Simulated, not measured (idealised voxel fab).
process module | voxel quadruple lines
cross-section cut | 225 nm wide | cells 5 nm
A cross-section is a grid of square cells, given in bands from the top down. A band is one or more rows of cells.
Each band's line starts with the height of the band's top and of its bottom, in nm. Then come its materials from left to right, each with its width in nm. One material with "throughout" fills the band from edge to edge. "air" is empty space.
Height 0 is the level under which the wafer as received is all one material. The lowest band goes on downwards, as in "0 down".
A width such as "30 to 40" changes by the same amount from each row of cells to the next, from the band's top row to its bottom row.
"no change" after a step means that no cell of the cross-section changed.
closed voids: empty space of 8 cells or more with no open way to the top, each as width x height at its distance from the left edge, in nm
after a step's settings: what the simulator itself notes on the step
overlay nm, on a step with a mask: how far to the right of its planned place the mask lay; to the left if negative
plan
1 op RECEIVE | material Si
2 op CONFORMAL_DEP | material SiO2 | thk nm 10
3 op DIRECTIONAL_DEP | material TiN | thk nm 10
4 op DIRECTIONAL_DEP | material polySi | thk nm 20
5 op DIRECTIONAL_DEP | material aC | thk nm 20
6 op PATTERN | tone cover | mask id MANDREL | material resist | width nm 20 | thk nm 30 | overlay nm 0
7 op DIRECTIONAL_ETCH | etch materials aC | depth nm 20
8 op STRIP | etch materials resist
9 op CONFORMAL_DEP | material SiO2 | thk nm 10
10 op DIRECTIONAL_ETCH | etch materials SiO2 | depth nm 10
11 op STRIP | etch materials aC
12 op DIRECTIONAL_ETCH | etch materials polySi | depth nm 20
13 op STRIP | etch materials SiO2
14 op CONFORMAL_DEP | material SiN | thk nm 10
15 op DIRECTIONAL_ETCH | etch materials SiN | depth nm 10
16 op STRIP | etch materials polySi
17 op DIRECTIONAL_ETCH | etch materials TiN | depth nm 10
18 op STRIP | etch materials SiN
19 op FILL_DEP | material lowk | thk nm 10
20 op CMP | height nm 20
varied across the wafers: width nm of step 6. The plan shows the first wafer's value. All wafers start alike
first wafer as received, after step 1
  0 down: Si throughout
  closed voids: none
first wafer at the end, after step 20
  20 to 10: lowk 80 | TiN 10 | lowk 10 | TiN 20 | lowk 10 | TiN 10 | lowk 85
  10 to 0: SiO2 throughout
  0 down: Si throughout
  closed voids: none
last wafer at the end
  20 to 10: lowk 70 | TiN 10 | lowk 10 | TiN 10 | lowk 25 | TiN 10 | lowk 10 | TiN 10 | lowk 70
  10 to 0: SiO2 throughout
  0 down: Si throughout
  closed voids: none
each wafer at the end: cells of each material gained (+) or lost (-) since it was received, then its closed voids
width nm 20 | +90 SiO2 | +16 TiN | +74 lowk | closed voids: none
width nm 25 | +90 SiO2 | +16 TiN | +74 lowk | closed voids: none
width nm 30 | +90 SiO2 | +16 TiN | +74 lowk | closed voids: none
width nm 35 | +90 SiO2 | +16 TiN | +74 lowk | closed voids: none
width nm 40 | +90 SiO2 | +16 TiN | +74 lowk | closed voids: none
width nm 45 | +90 SiO2 | +16 TiN | +74 lowk | closed voids: none
